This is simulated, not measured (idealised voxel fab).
Herein follows the process module entitled voxel self aligned contacts.
Displayed cross-section: cut, width of 205 nm, square cells sized 5 nm.
How to read a cross-section here: the picture is a grid of square cells, written as bands going from the top down, and any band can span one or more rows of cells. The band entry comprises the height of the band's top followed by the height of its bottom, expressed in nm, and subsequently the band's materials from left to right, each stated together with its width in nm. Where a single material is marked with the word "full width", that material fills the band from edge to edge. The word "air" represents empty space. Measure heights from 0. That's the level where, below it, the as-received wafer is all one material. The lowest band is bottomless and extends downward; write it as in "from 0 down". When a width is written as two numbers, as in "30..40", the first number is the width in the top row of cells of the band and the second is the width in its bottom row, and the width changes by the same amount from each row to the next. "no alteration" (step): cross-section cells unchanged, all of them. "Enclosed internal cavities" enumerates empty spaces isolated from the top, with no open way to it, that contain at least 8 cells, giving each as width x height at distance from the left edge, all three in nm. If you see something after the settings on a step's line, that's the simulator's own remark about that step. overlay nm: for a step with a mask, the amount by which the mask lay right of where it was planned; a negative amount means left of it.

Below is the list of planned process steps:
1. RECEIVE [material Si]
2. OXIDIZE [depth nm 5]
3. DIRECTIONAL_DEP [material polySi] [thk nm 20]
4. DIRECTIONAL_DEP [material SiN] [thk nm 25]
5. MASKED_ETCH [tone cover] [mask id GATE] [width nm 30] [pitch nm 65] [etch materials SiN] [depth nm 25] [overlay nm 0]
6. MASKED_ETCH [tone cover] [mask id GATE] [width nm 30] [pitch nm 65] [etch materials polySi] [depth nm 20] [overlay nm 0]
7. CONFORMAL_DEP [material SiN] [thk nm 10]
8. DIRECTIONAL_ETCH [etch materials SiN] [depth nm 10]
9. FILL_DEP [material SiO2] [thk nm 20]
10. CMP [height nm 55]
11. DIRECTIONAL_DEP [material aC] [thk nm 15]
12. PATTERN [tone open] [mask id CONTACT] [material resist] [width nm 35] [thk nm 30] [overlay nm 0]
13. DIRECTIONAL_ETCH [etch materials aC] [depth nm 15]
14. STRIP [etch materials resist]
15. DIRECTIONAL_ETCH [etch materials SiO2] [depth nm 60]
16. STRIP [etch materials aC]
17. CONFORMAL_DEP [material TiN] [thk nm 5]
18. FILL_DEP [material Ru] [thk nm 5]
19. CMP [height nm 55]
20. CONFORMAL_DEP [material SiCN] [thk nm 5]
The plan shows the width nm of step 12 as the first wafer had it; this setting differs between the wafers, which start out alike.

Incoming state of the first of several wafers in cross-section: after step 1:
  from 0 down: Si full width
  Enclosed internal cavities: none

At the end of the module, after its last step, step 20, the first of several wafers appears in cross-section as follows:
  from 60 to 55: SiCN full width
  from 55 to 45: SiO2 (85) | TiN (5..15) | Ru (25..5) | TiN (5..15) | SiO2 (85)
  from 45 to 20: SiO2 (45) | SiN (50) | TiN (5) | Ru (5) | TiN (5) | SiN (50) | SiO2 (45)
  from 20 to 0: SiO2 (45) | SiN (10) | polySi (30) | SiN (10) | TiN (5) | Ru (5) | TiN (5) | SiN (10) | polySi (30) | SiN (10) | SiO2 (45)
  from 0 to -5: SiO2 (95) | TiN (15) | SiO2 (95)
  from -5 down: Si full width
  Enclosed internal cavities: none

Wafer cross-section (last wafer, module end):
  from 60 to 55: SiCN full width
  from 55 to 45: SiO2 (75) | TiN (5..25) | Ru (50..5) | TiN (5..30) | SiO2 (70)
  from 45 to 20: SiO2 (45) | SiN (50) | TiN (5) | Ru (5) | TiN (5) | SiN (50) | SiO2 (45)
  from 20 to 0: SiO2 (45) | SiN (10) | polySi (30) | SiN (10) | TiN (5) | Ru (5) | TiN (5) | SiN (10) | polySi (30) | SiN (10) | SiO2 (45)
  from 0 to -5: SiO2 (95) | TiN (15) | SiO2 (95)
  from -5 down: Si full width
  Enclosed internal cavities: none

Rows = wafers. At module end, each row lists per material the cells gained (+) or lost (-) since the wafer was received, then the closed voids:
width nm 35; +15 Ru; -41 Si; +41 SiCN; +132 SiN; +268 SiO2; +29 TiN; +48 polySi; Enclosed internal cavities: none
width nm 40; +16 Ru; -41 Si; +41 SiCN; +132 SiN; +266 SiO2; +30 TiN; +48 polySi; Enclosed internal cavities: none
width nm 45; +17 Ru; -41 Si; +41 SiCN; +132 SiN; +264 SiO2; +31 TiN; +48 polySi; Enclosed internal cavities: none
width nm 50; +18 Ru; -41 Si; +41 SiCN; +132 SiN; +262 SiO2; +32 TiN; +48 polySi; Enclosed internal cavities: none
width nm 55; +19 Ru; -41 Si; +41 SiCN; +132 SiN; +260 SiO2; +33 TiN; +48 polySi; Enclosed internal cavities: none
width nm 60; +20 Ru; -41 Si; +41 SiCN; +132 SiN; +258 SiO2; +34 TiN; +48 polySi; Enclosed internal cavities: none
